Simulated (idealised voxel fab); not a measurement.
The following process module bears the name voxel gate over fins.
Displayed cross-section: cut, width of 265 nm, square cells sized 5 nm.
Just so we're on the same page, the cross-sections are grids of square cells, and they're listed out in bands top to bottom, each band one or more rows deep.
The band entry comprises the height of the band's top followed by the height of its bottom, expressed in nm, and subsequently the band's materials from left to right, each stated together with its width in nm. Where a single material is marked with the word "edge to edge", that material fills the band from edge to edge. The word "empty" represents empty space.
Beneath 0, the wafer as received is one material, and that level is where height counting begins. The lowest band goes on downward without a bottom; it is written like "z 0 and below".
When a width is written as two numbers, as in "30..40", the first number is the width in the top row of cells of the band and the second is the width in its bottom row, and the width changes by the same amount from each row to the next.
It should be understood that the words "remained unchanged", when stated for a given step, signify that the cross-section underwent no change in any of its cells during that step.
What "Voids lacking openings" gives you is every empty space of 8 cells or more that is cut off from the top. Each appears as width x height at distance, with the distance taken from the left edge and width, height and distance all in nm.
after a step's settings: what the simulator itself notes on the step
overlay nm: mask offset rightward from planned place, masked step; negative means leftward offset.

**Planned step list for the process**
1) RECEIVE with material Si
2) CONFORMAL_DEP with material SiN, thk nm 5
3) MASKED_ETCH with tone cover, mask id FINS, width nm 15, pitch nm 60, etch materials SiN, depth nm 5, overlay nm 0
4) MASKED_ETCH with tone cover, mask id FINS, width nm 15, pitch nm 60, etch materials Si, depth nm 30, overlay nm 0
5) OXIDIZE with depth nm 5
6) FILL_DEP with material SiO2, thk nm 5
7) CMP with height nm 5
8) PATTERN with tone open, mask id RAIL, material resist, width nm 15, thk nm 15, overlay nm 0
9) DIRECTIONAL_ETCH with etch materials SiO2, depth nm 30
10) STRIP with etch materials resist
11) CONFORMAL_DEP with material TiN, thk nm 5
12) FILL_DEP with material W, thk nm 5
13) CMP with height nm 5
14) SELECTIVE_ETCH with etch materials W Ru TiN, depth nm 25
15) FILL_DEP with material SiO2, thk nm 5
16) CMP with height nm 5
17) SELECTIVE_ETCH with etch materials SiO2, depth nm 15
18) STRIP with etch materials SiN
19) CONFORMAL_DEP with material HfO2, thk nm 5
20) CONFORMAL_DEP with material TiN, thk nm 5
21) CONFORMAL_DEP with material TiAl, thk nm 5
22) CONFORMAL_DEP with material TiN, thk nm 5
23) FILL_DEP with material W, thk nm 10
24) CMP with height nm 25
25) CONFORMAL_DEP with material SiN, thk nm 5

**Incoming wafer in cross-section (state: after step 1)**
  z 0 and below  Si edge to edge
  Voids lacking openings: none

**Cross-section taken at module completion on the first of two wafers; processed per the plan**
  z 30 to 25  SiN edge to edge
  z 25 to 20  W edge to edge
  z 20 to 15  80 W, 45 TiN, 15 W, 45 TiN, 80 W
  z 15 to 10  80 W, 5 TiN, 35 TiAl, 5 TiN, 15 W, 5 TiN, 35 TiAl, 5 TiN, 80 W
  z 10 to 5  85 TiN, 5 TiAl, 25 TiN, 5 TiAl, 25 TiN, 5 TiAl, 25 TiN, 5 TiAl, 85 TiN
  z 5 to 0  90 TiAl, 5 TiN, 15 HfO2, 5 TiN, 35 TiAl, 5 TiN, 15 HfO2, 5 TiN, 90 TiAl
  z 0 to -5  95 TiN, 5 HfO2, 5 Si, 5 HfO2, 45 TiN, 5 HfO2, 5 Si, 5 HfO2, 95 TiN
  z -5 to -10  100 HfO2, 5 Si, 55 HfO2, 5 Si, 100 HfO2
  z -10 to -20  100 SiO2, 5 Si, 55 SiO2, 5 Si, 100 SiO2
  z -20 to -25  100 SiO2, 5 Si, 20 SiO2, 15 TiN, 20 SiO2, 5 Si, 100 SiO2
  z -25 to -35  100 SiO2, 5 Si, 55 SiO2, 5 Si, 100 SiO2
  z -35 and below  Si edge to edge
  Voids lacking openings: none

**Wafer two (of two), end-of-module cross-section: start = wafer one, plan = wafer one, one run mistake**
  z 30 to 25  SiN edge to edge
  z 25 to 20  70 W, 5 TiN, 55 TiAl, 5 TiN, 55 TiAl, 5 TiN, 70 W
  z 20 to 15  75 TiN, 55 TiAl, 5 TiN, 55 TiAl, 75 TiN
  z 15 to 10  TiAl edge to edge
  z 10 to 5  90 TiAl, 25 TiN, 35 TiAl, 25 TiN, 90 TiAl
  z 5 to 0  90 TiAl, 5 TiN, 15 HfO2, 5 TiN, 35 TiAl, 5 TiN, 15 HfO2, 5 TiN, 90 TiAl
  z 0 to -5  95 TiN, 5 HfO2, 5 Si, 5 HfO2, 45 TiN, 5 HfO2, 5 Si, 5 HfO2, 95 TiN
  z -5 to -10  100 HfO2, 5 Si, 55 HfO2, 5 Si, 100 HfO2
  z -10 to -20  100 SiO2, 5 Si, 55 SiO2, 5 Si, 100 SiO2
  z -20 to -25  100 SiO2, 5 Si, 20 SiO2, 15 TiN, 20 SiO2, 5 Si, 100 SiO2
  z -25 to -35  100 SiO2, 5 Si, 55 SiO2, 5 Si, 100 SiO2
  z -35 and below  Si edge to edge
  Voids lacking openings: none
Short version of what went wrong: so step 21 ended up running with a different setting than we planned, it ran as CONFORMAL_DEP with material TiAl, thk nm 15
The second wafer ends with more or fewer cells of some materials than the first, per final count: TiAl: 122 more; TiN: 27 fewer; W: 95 fewer
